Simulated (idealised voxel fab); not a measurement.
voxel trench capacitor: a process module
The width of the displayed cross-section, cut, is 210 nm; its cells are square, with a size of 5 nm.
Cross-section, as written here: a square-cell grid given band by band from the top down, where a band holds one or more rows of cells.
The entry gives the band's vertical extent as a top height and a bottom height in nm, then its horizontal make-up as materials from left to right, each with a width in nm. "empty" stands for empty space; a single material marked "everywhere" fills the band edge to edge.
The reference from which all heights are counted is 0, the level beneath which the as-received wafer is entirely one material; the lowest band, having no lower bound, proceeds downward and is written after the example "from 0 down".
You'd read "30..40" like this: the band's top row of cells is as wide as the first number, its bottom row is as wide as the second, and going down, every row changes width by the same amount as the row before did.
No cell of the cross-section changed in a step that is given as "no change".
This entry, "Enclosed void entries", enumerates those empty regions of no fewer than 8 cells that possess no open connection to the top. Each region is reported in the form width x height at distance, the distance being taken from the left edge, with all three quantities expressed in nm.
Where a step's line continues beyond its settings, the continuation is a remark by the simulator itself on that step.
overlay nm: for a step with a mask, the amount by which the mask lay right of where it was planned; a negative amount means left of it.

HERE'S WHAT THE PLANNED PROCESS STEPS LOOK LIKE
1,RECEIVE,material Si
2,CONFORMAL_DEP,material SiN,thk nm 10
3,DIRECTIONAL_DEP,material aC,thk nm 10
4,PATTERN,tone open,mask id TRENCH,material resist,width nm 15,pitch nm 30,thk nm 30,overlay nm 0
5,DIRECTIONAL_ETCH,etch materials aC,depth nm 10
6,STRIP,etch materials resist
7,DIRECTIONAL_ETCH,etch materials SiN,depth nm 5
8,DIRECTIONAL_ETCH,etch materials Si,depth nm 30
9,STRIP,etch materials aC
10,CONFORMAL_DEP,material SiO2,thk nm 5
11,FILL_DEP,material polySi,thk nm 10
12,CMP,height nm 10
The wafers are alike at the start. At step 7, their depth nm differs. The plan lists the first wafer's value.

FIRST OF SEVERAL WAFERS, RECEIVED AFTER STEP 1, IN CROSS-SECTION
    from 0 down | Si everywhere
    Enclosed void entries: none

CROSS-SECTIONAL REPRESENTATION OF THE FIRST OF SEVERAL WAFERS AT THE END OF THE MODULE, I.E. AFTER ITS TERMINAL STEP, STEP 12
    from 10 to 5 | 65 SiN, 15 SiO2, 15 SiN, 15 SiO2, 15 SiN, 15 SiO2, 70 SiN
    from 5 to 0 | SiN everywhere
    from 0 down | Si everywhere
    Enclosed void entries: none

WAFER CROSS-SECTION (LAST WAFER, MODULE END)
    from 10 to 0 | 65 SiN, 5 SiO2, 5 polySi, 5 SiO2, 15 SiN, 5 SiO2, 5 polySi, 5 SiO2, 15 SiN, 5 SiO2, 5 polySi, 5 SiO2, 70 SiN
    from 0 to -25 | 65 Si, 5 SiO2, 5 polySi, 5 SiO2, 15 Si, 5 SiO2, 5 polySi, 5 SiO2, 15 Si, 5 SiO2, 5 polySi, 5 SiO2, 70 Si
    from -25 to -30 | 65 Si, 15 SiO2, 15 Si, 15 SiO2, 15 Si, 15 SiO2, 70 Si
    from -30 down | Si everywhere
    Enclosed void entries: none

QUICK KEY FOR THE TABLE: A ROW PER WAFER, TAKEN AT THE END OF THE MODULE. FOR EACH MATERIAL IT TELLS YOU HOW MANY CELLS THE WAFER GAINED (+) OR LOST (-) SINCE IT CAME IN, AND THE CLOSED VOIDS COME AFTER
depth nm 5 | +75 SiN | +9 SiO2 | Enclosed void entries: none
depth nm 10 | -54 Si | +66 SiN | +51 SiO2 | +21 polySi | Enclosed void entries: none
depth nm 15 | -54 Si | +66 SiN | +51 SiO2 | +21 polySi | Enclosed void entries: none
depth nm 20 | -54 Si | +66 SiN | +51 SiO2 | +21 polySi | Enclosed void entries: none
depth nm 25 | -54 Si | +66 SiN | +51 SiO2 | +21 polySi | Enclosed void entries: none
